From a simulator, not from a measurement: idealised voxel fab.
process module | voxel transistor to metal
cross-section cut | 205 nm wide | cells 5 nm
A cross-section is a grid of square cells, given in bands from the top down. A band is one or more rows of cells.
Each band's line starts with the height of the band's top and of its bottom, in nm. Then come its materials from left to right, each with its width in nm. One material with "throughout" fills the band from edge to edge. "air" is empty space.
Height 0 is the level under which the wafer as received is all one material. The lowest band goes on downwards, as in "0 down".
A width such as "30 to 40" changes by the same amount from each row of cells to the next, from the band's top row to its bottom row.
"no change" after a step means that no cell of the cross-section changed.
closed voids: empty space of 8 cells or more with no open way to the top, each as width x height at its distance from the left edge, in nm
after a step's settings: what the simulator itself notes on the step
overlay nm, on a step with a mask: how far to the right of its planned place the mask lay; to the left if negative
plan
1 op RECEIVE | material Si
2 op CONFORMAL_DEP | material SiO2 | thk nm 5
3 op CONFORMAL_DEP | material SiN | thk nm 10
4 op DIRECTIONAL_DEP | material aC | thk nm 10
5 op PATTERN | tone cover | mask id ACTIVE | material resist | width nm 135 | thk nm 30 | overlay nm 0
6 op DIRECTIONAL_ETCH | etch materials aC | depth nm 10
7 op STRIP | etch materials resist
8 op DIRECTIONAL_ETCH | etch materials SiN | depth nm 10
9 op DIRECTIONAL_ETCH | etch materials SiO2 | depth nm 5
10 op DIRECTIONAL_ETCH | etch materials Si | depth nm 30
11 op STRIP | etch materials aC
12 op FILL_DEP | material SiO2 | thk nm 15
13 op CMP | height nm 15
14 op SELECTIVE_ETCH | etch materials SiO2 | depth nm 10
15 op STRIP | etch materials SiN
16 op SELECTIVE_ETCH | etch materials SiO2 | depth nm 5
17 op OXIDIZE | depth nm 5
18 op DIRECTIONAL_DEP | material polySi | thk nm 25
19 op DIRECTIONAL_DEP | material SiCN | thk nm 15
20 op MASKED_ETCH | tone cover | mask id GATE | width nm 35 | etch materials SiCN | depth nm 25 | overlay nm 0
21 op MASKED_ETCH | tone cover | mask id GATE | width nm 35 | etch materials polySi | depth nm 35 | overlay nm 0
22 op CONFORMAL_DEP | material SiN | thk nm 10
23 op DIRECTIONAL_ETCH | etch materials SiN | depth nm 10
24 op DIRECTIONAL_ETCH | etch materials SiO2 | depth nm 5
25 op DIRECTIONAL_ETCH | etch materials Si | depth nm 5
26 op EPI | material SiGe | thk nm 5
27 op FILL_DEP | material SiO2 | thk nm 5
28 op CMP | height nm 25
29 op STRIP | etch materials polySi
30 op SELECTIVE_ETCH | etch materials SiO2 | depth nm 5
31 op CONFORMAL_DEP | material HfO2 | thk nm 5
32 op CONFORMAL_DEP | material TiN | thk nm 5
33 op FILL_DEP | material W | thk nm 10
34 op CMP | height nm 20
35 op DIRECTIONAL_DEP | material SiO2 | thk nm 15
36 op PATTERN | tone open | mask id CONTACT | material resist | width nm 20 | pitch nm 95 | thk nm 20 | overlay nm 0
37 op DIRECTIONAL_ETCH | etch materials SiO2 | depth nm 40
38 op STRIP | etch materials resist
39 op CONFORMAL_DEP | material TiN | thk nm 5
40 op FILL_DEP | material W | thk nm 5
41 op CMP | height nm 35
42 op DIRECTIONAL_DEP | material TiN | thk nm 5
43 op DIRECTIONAL_DEP | material W | thk nm 25
44 op DIRECTIONAL_DEP | material aC | thk nm 15
45 op PATTERN | tone cover | mask id METAL_1 | material resist | width nm 20 | pitch nm 95 | thk nm 30 | overlay nm 0
46 op DIRECTIONAL_ETCH | etch materials aC | depth nm 15
47 op STRIP | etch materials resist
48 op DIRECTIONAL_ETCH | etch materials W | depth nm 25
49 op DIRECTIONAL_ETCH | etch materials TiN | depth nm 5
50 op STRIP | etch materials aC
51 op CONFORMAL_DEP | material SiN | thk nm 5
52 op FILL_DEP | material lowk | thk nm 10
53 op CMP | height nm 65
54 op CONFORMAL_DEP | material SiCN | thk nm 5
first wafer, as planned
as received, after step 1
  0 down: Si throughout
  closed voids: none
after step 2
  5 to 0: SiO2 throughout
  below 0: unchanged
after step 3
  15 to 5: SiN throughout
  below 5: unchanged
after step 4
  25 to 15: aC throughout
  below 15: unchanged
after step 5
  55 to 25: air 35 | resist 135 | air 35
  below 25: unchanged
after step 6
  45 to 25: air 35 | resist 135 | air 35
  25 to 15: air 35 | aC 135 | air 35
  below 15: unchanged
after step 7
  25 to 15: air 35 | aC 135 | air 35
  below 15: unchanged
after step 8
  25 to 15: air 35 | aC 135 | air 35
  15 to 5: air 35 | SiN 135 | air 35
  below 5: unchanged
after step 9
  25 to 15: air 35 | aC 135 | air 35
  15 to 5: air 35 | SiN 135 | air 35
  5 to 0: air 35 | SiO2 135 | air 35
  below 0: unchanged
after step 10
  25 to 15: air 35 | aC 135 | air 35
  15 to 5: air 35 | SiN 135 | air 35
  5 to 0: air 35 | SiO2 135 | air 35
  0 to -30: air 35 | Si 135 | air 35
  below -30: unchanged
after step 11
  15 to 5: air 35 | SiN 135 | air 35
  below 5: unchanged
after step 12
  30 to 15: SiO2 throughout
  15 to 5: SiO2 35 | SiN 135 | SiO2 35
  5 to 0: SiO2 throughout
  0 to -30: SiO2 35 | Si 135 | SiO2 35
  below -30: unchanged
after step 13
  15 to 5: SiO2 35 | SiN 135 | SiO2 35
  below 5: unchanged
after step 14
  15 to 5: air 35 | SiN 135 | air 35
  below 5: unchanged
after step 15
  5 to 0: SiO2 throughout
  below 0: unchanged
after step 16
  0 to -30: SiO2 35 | Si 135 | SiO2 35
  below -30: unchanged
after step 17
  0 to -5: SiO2 throughout
  below -5: unchanged
after step 18
  25 to 0: polySi throughout
  below 0: unchanged
after step 19
  40 to 25: SiCN throughout
  below 25: unchanged
after step 20
  40 to 25: air 85 | SiCN 35 | air 85
  below 25: unchanged
after step 21
  40 to 25: air 85 | SiCN 35 | air 85
  25 to 0: air 85 | polySi 35 | air 85
  below 0: unchanged
after step 22
  50 to 40: air 75 | SiN 55 | air 75
  40 to 25: air 75 | SiN 10 | SiCN 35 | SiN 10 | air 75
  25 to 10: air 75 | SiN 10 | polySi 35 | SiN 10 | air 75
  10 to 0: SiN 85 | polySi 35 | SiN 85
  below 0: unchanged
after step 23
  40 to 25: air 75 | SiN 10 | SiCN 35 | SiN 10 | air 75
  25 to 0: air 75 | SiN 10 | polySi 35 | SiN 10 | air 75
  below 0: unchanged
after step 24
  40 to 25: air 75 | SiN 10 | SiCN 35 | SiN 10 | air 75
  25 to 0: air 75 | SiN 10 | polySi 35 | SiN 10 | air 75
  0 to -5: air 75 | SiO2 55 | air 75
  below -5: unchanged
after step 25
  40 to 25: air 75 | SiN 10 | SiCN 35 | SiN 10 | air 75
  25 to 0: air 75 | SiN 10 | polySi 35 | SiN 10 | air 75
  0 to -5: air 75 | SiO2 55 | air 75
  -5 to -10: SiO2 35 | air 40 | Si 55 | air 40 | SiO2 35
  below -10: unchanged
after step 26
  40 to 25: air 75 | SiN 10 | SiCN 35 | SiN 10 | air 75
  25 to 0: air 75 | SiN 10 | polySi 35 | SiN 10 | air 75
  0 to -5: air 70 | SiGe 5 | SiO2 55 | SiGe 5 | air 70
  -5 to -10: SiO2 35 | SiGe 40 | Si 55 | SiGe 40 | SiO2 35
  below -10: unchanged
after step 27
  45 to 40: SiO2 throughout
  40 to 25: SiO2 75 | SiN 10 | SiCN 35 | SiN 10 | SiO2 75
  25 to 0: SiO2 75 | SiN 10 | polySi 35 | SiN 10 | SiO2 75
  0 to -5: SiO2 70 | SiGe 5 | SiO2 55 | SiGe 5 | SiO2 70
  below -5: unchanged
after step 28
  25 to 0: SiO2 75 | SiN 10 | polySi 35 | SiN 10 | SiO2 75
  below 0: unchanged
after step 29
  25 to 0: SiO2 75 | SiN 10 | air 35 | SiN 10 | SiO2 75
  below 0: unchanged
after step 30
  25 to 20: air 75 | SiN 10 | air 35 | SiN 10 | air 75
  20 to 0: SiO2 75 | SiN 10 | air 35 | SiN 10 | SiO2 75
  0 to -5: SiO2 70 | SiGe 5 | SiO2 5 | air 45 | SiO2 5 | SiGe 5 | SiO2 70
  below -5: unchanged
after step 31
  30 to 25: air 70 | HfO2 20 | air 25 | HfO2 20 | air 70
  25 to 20: HfO2 75 | SiN 10 | HfO2 5 | air 25 | HfO2 5 | SiN 10 | HfO2 75
  20 to 0: SiO2 75 | SiN 10 | HfO2 5 | air 25 | HfO2 5 | SiN 10 | SiO2 75
  0 to -5: SiO2 70 | SiGe 5 | SiO2 5 | HfO2 45 | SiO2 5 | SiGe 5 | SiO2 70
  below -5: unchanged
after step 32
  35 to 30: air 65 | TiN 30 | air 15 | TiN 30 | air 65
  30 to 25: TiN 70 | HfO2 20 | TiN 5 | air 15 | TiN 5 | HfO2 20 | TiN 70
  25 to 20: HfO2 75 | SiN 10 | HfO2 5 | TiN 5 | air 15 | TiN 5 | HfO2 5 | SiN 10 | HfO2 75
  20 to 5: SiO2 75 | SiN 10 | HfO2 5 | TiN 5 | air 15 | TiN 5 | HfO2 5 | SiN 10 | SiO2 75
  5 to 0: SiO2 75 | SiN 10 | HfO2 5 | TiN 25 | HfO2 5 | SiN 10 | SiO2 75
  below 0: unchanged
after step 33
  45 to 35: W throughout
  35 to 30: W 65 | TiN 30 | W 15 | TiN 30 | W 65
  30 to 25: TiN 70 | HfO2 20 | TiN 5 | W 15 | TiN 5 | HfO2 20 | TiN 70
  25 to 20: HfO2 75 | SiN 10 | HfO2 5 | TiN 5 | W 15 | TiN 5 | HfO2 5 | SiN 10 | HfO2 75
  20 to 5: SiO2 75 | SiN 10 | HfO2 5 | TiN 5 | W 15 | TiN 5 | HfO2 5 | SiN 10 | SiO2 75
  below 5: unchanged
after step 34
  20 to 5: SiO2 75 | SiN 10 | HfO2 5 | TiN 5 | W 15 | TiN 5 | HfO2 5 | SiN 10 | SiO2 75
  below 5: unchanged
after step 35
  35 to 20: SiO2 throughout
  below 20: unchanged
after step 36
  55 to 35: resist 45 | air 20 | resist 75 | air 20 | resist 45
  below 35: unchanged
after step 37
  55 to 35: resist 45 | air 20 | resist 75 | air 20 | resist 45
  35 to 20: SiO2 45 | air 20 | SiO2 75 | air 20 | SiO2 45
  20 to 5: SiO2 45 | air 20 | SiO2 10 | SiN 10 | HfO2 5 | TiN 5 | W 15 | TiN 5 | HfO2 5 | SiN 10 | SiO2 10 | air 20 | SiO2 45
  5 to 0: SiO2 45 | air 20 | SiO2 10 | SiN 10 | HfO2 5 | TiN 25 | HfO2 5 | SiN 10 | SiO2 10 | air 20 | SiO2 45
  0 to -5: SiO2 45 | air 20 | SiO2 5 | SiGe 5 | SiO2 5 | HfO2 45 | SiO2 5 | SiGe 5 | SiO2 5 | air 20 | SiO2 45
  below -5: unchanged
after step 38
  35 to 20: SiO2 45 | air 20 | SiO2 75 | air 20 | SiO2 45
  below 20: unchanged
after step 39
  40 to 35: TiN 50 | air 10 | TiN 85 | air 10 | TiN 50
  35 to 20: SiO2 45 | TiN 5 | air 10 | TiN 5 | SiO2 75 | TiN 5 | air 10 | TiN 5 | SiO2 45
  20 to 5: SiO2 45 | TiN 5 | air 10 | TiN 5 | SiO2 10 | SiN 10 | HfO2 5 | TiN 5 | W 15 | TiN 5 | HfO2 5 | SiN 10 | SiO2 10 | TiN 5 | air 10 | TiN 5 | SiO2 45
  5 to 0: SiO2 45 | TiN 5 | air 10 | TiN 5 | SiO2 10 | SiN 10 | HfO2 5 | TiN 25 | HfO2 5 | SiN 10 | SiO2 10 | TiN 5 | air 10 | TiN 5 | SiO2 45
  0 to -5: SiO2 45 | TiN 20 | SiO2 5 | SiGe 5 | SiO2 5 | HfO2 45 | SiO2 5 | SiGe 5 | SiO2 5 | TiN 20 | SiO2 45
  below -5: unchanged
after step 40
  45 to 40: W throughout
  40 to 35: TiN 50 | W 10 | TiN 85 | W 10 | TiN 50
  35 to 20: SiO2 45 | TiN 5 | W 10 | TiN 5 | SiO2 75 | TiN 5 | W 10 | TiN 5 | SiO2 45
  20 to 5: SiO2 45 | TiN 5 | W 10 | TiN 5 | SiO2 10 | SiN 10 | HfO2 5 | TiN 5 | W 15 | TiN 5 | HfO2 5 | SiN 10 | SiO2 10 | TiN 5 | W 10 | TiN 5 | SiO2 45
  5 to 0: SiO2 45 | TiN 5 | W 10 | TiN 5 | SiO2 10 | SiN 10 | HfO2 5 | TiN 25 | HfO2 5 | SiN 10 | SiO2 10 | TiN 5 | W 10 | TiN 5 | SiO2 45
  below 0: unchanged
after step 41
  35 to 20: SiO2 45 | TiN 5 | W 10 | TiN 5 | SiO2 75 | TiN 5 | W 10 | TiN 5 | SiO2 45
  below 20: unchanged
after step 42
  40 to 35: TiN throughout
  below 35: unchanged
after step 43
  65 to 40: W throughout
  below 40: unchanged
after step 44
  80 to 65: aC throughout
  below 65: unchanged
after step 45
  110 to 80: air 45 | resist 20 | air 75 | resist 20 | air 45
  below 80: unchanged
after step 46
  95 to 80: air 45 | resist 20 | air 75 | resist 20 | air 45
  80 to 65: air 45 | aC 20 | air 75 | aC 20 | air 45
  below 65: unchanged
after step 47
  80 to 65: air 45 | aC 20 | air 75 | aC 20 | air 45
  below 65: unchanged
after step 48
  80 to 65: air 45 | aC 20 | air 75 | aC 20 | air 45
  65 to 40: air 45 | W 20 | air 75 | W 20 | air 45
  below 40: unchanged
after step 49
  80 to 65: air 45 | aC 20 | air 75 | aC 20 | air 45
  65 to 40: air 45 | W 20 | air 75 | W 20 | air 45
  40 to 35: air 45 | TiN 20 | air 75 | TiN 20 | air 45
  below 35: unchanged
after step 50
  65 to 40: air 45 | W 20 | air 75 | W 20 | air 45
  below 40: unchanged
after step 51
  70 to 65: air 40 | SiN 30 | air 65 | SiN 30 | air 40
  65 to 40: air 40 | SiN 5 | W 20 | SiN 5 | air 65 | SiN 5 | W 20 | SiN 5 | air 40
  40 to 35: SiN 45 | TiN 20 | SiN 75 | TiN 20 | SiN 45
  below 35: unchanged
after step 52
  80 to 70: lowk throughout
  70 to 65: lowk 40 | SiN 30 | lowk 65 | SiN 30 | lowk 40
  65 to 40: lowk 40 | SiN 5 | W 20 | SiN 5 | lowk 65 | SiN 5 | W 20 | SiN 5 | lowk 40
  below 40: unchanged
after step 53
  65 to 40: lowk 40 | SiN 5 | W 20 | SiN 5 | lowk 65 | SiN 5 | W 20 | SiN 5 | lowk 40
  below 40: unchanged
after step 54
  70 to 65: SiCN throughout
  below 65: unchanged
second wafer: like start, like plan, one mistake. Through step 34 it matches the first wafer
when step 35 should have ended
  50 to 20: SiO2 throughout
  below 20: unchanged
when step 36 should have ended
  70 to 50: resist 45 | air 20 | resist 75 | air 20 | resist 45
  below 50: unchanged
when step 37 should have ended
  70 to 50: resist 45 | air 20 | resist 75 | air 20 | resist 45
  50 to 20: SiO2 45 | air 20 | SiO2 75 | air 20 | SiO2 45
  20 to 10: SiO2 45 | air 20 | SiO2 10 | SiN 10 | HfO2 5 | TiN 5 | W 15 | TiN 5 | HfO2 5 | SiN 10 | SiO2 10 | air 20 | SiO2 45
  below 10: unchanged
when step 38 should have ended
  50 to 20: SiO2 45 | air 20 | SiO2 75 | air 20 | SiO2 45
  below 20: unchanged
when step 39 should have ended
  55 to 50: TiN 50 | air 10 | TiN 85 | air 10 | TiN 50
  50 to 20: SiO2 45 | TiN 5 | air 10 | TiN 5 | SiO2 75 | TiN 5 | air 10 | TiN 5 | SiO2 45
  20 to 15: SiO2 45 | TiN 5 | air 10 | TiN 5 | SiO2 10 | SiN 10 | HfO2 5 | TiN 5 | W 15 | TiN 5 | HfO2 5 | SiN 10 | SiO2 10 | TiN 5 | air 10 | TiN 5 | SiO2 45
  15 to 10: SiO2 45 | TiN 20 | SiO2 10 | SiN 10 | HfO2 5 | TiN 5 | W 15 | TiN 5 | HfO2 5 | SiN 10 | SiO2 10 | TiN 20 | SiO2 45
  below 10: unchanged
when step 40 should have ended
  60 to 55: W throughout
  55 to 50: TiN 50 | W 10 | TiN 85 | W 10 | TiN 50
  50 to 20: SiO2 45 | TiN 5 | W 10 | TiN 5 | SiO2 75 | TiN 5 | W 10 | TiN 5 | SiO2 45
  20 to 15: SiO2 45 | TiN 5 | W 10 | TiN 5 | SiO2 10 | SiN 10 | HfO2 5 | TiN 5 | W 15 | TiN 5 | HfO2 5 | SiN 10 | SiO2 10 | TiN 5 | W 10 | TiN 5 | SiO2 45
  below 15: unchanged
when step 41 should have ended
  35 to 20: SiO2 45 | TiN 5 | W 10 | TiN 5 | SiO2 75 | TiN 5 | W 10 | TiN 5 | SiO2 45
  below 20: unchanged
when step 42 should have ended
  40 to 35: TiN throughout
  below 35: unchanged
when step 43 should have ended
  65 to 40: W throughout
  below 40: unchanged
when step 44 should have ended
  80 to 65: aC throughout
  below 65: unchanged
when step 45 should have ended
  110 to 80: air 45 | resist 20 | air 75 | resist 20 | air 45
  below 80: unchanged
when step 46 should have ended
  95 to 80: air 45 | resist 20 | air 75 | resist 20 | air 45
  80 to 65: air 45 | aC 20 | air 75 | aC 20 | air 45
  below 65: unchanged
when step 47 should have ended
  80 to 65: air 45 | aC 20 | air 75 | aC 20 | air 45
  below 65: unchanged
when step 48 should have ended
  80 to 65: air 45 | aC 20 | air 75 | aC 20 | air 45
  65 to 40: air 45 | W 20 | air 75 | W 20 | air 45
  below 40: unchanged
when step 49 should have ended
  80 to 65: air 45 | aC 20 | air 75 | aC 20 | air 45
  65 to 40: air 45 | W 20 | air 75 | W 20 | air 45
  40 to 35: air 45 | TiN 20 | air 75 | TiN 20 | air 45
  below 35: unchanged
when step 50 should have ended
  65 to 40: air 45 | W 20 | air 75 | W 20 | air 45
  below 40: unchanged
when step 51 should have ended
  70 to 65: air 40 | SiN 30 | air 65 | SiN 30 | air 40
  65 to 40: air 40 | SiN 5 | W 20 | SiN 5 | air 65 | SiN 5 | W 20 | SiN 5 | air 40
  40 to 35: SiN 45 | TiN 20 | SiN 75 | TiN 20 | SiN 45
  below 35: unchanged
when step 52 should have ended
  80 to 70: lowk throughout
  70 to 65: lowk 40 | SiN 30 | lowk 65 | SiN 30 | lowk 40
  65 to 40: lowk 40 | SiN 5 | W 20 | SiN 5 | lowk 65 | SiN 5 | W 20 | SiN 5 | lowk 40
  below 40: unchanged
when step 53 should have ended
  65 to 40: lowk 40 | SiN 5 | W 20 | SiN 5 | lowk 65 | SiN 5 | W 20 | SiN 5 | lowk 40
  below 40: unchanged
when step 54 should have ended
  70 to 65: SiCN throughout
  below 65: unchanged
what went wrong: step 35 was run twice
at the end the second wafer has, in cells: 24 more of SiO2 | 12 fewer of TiN | 12 fewer of W
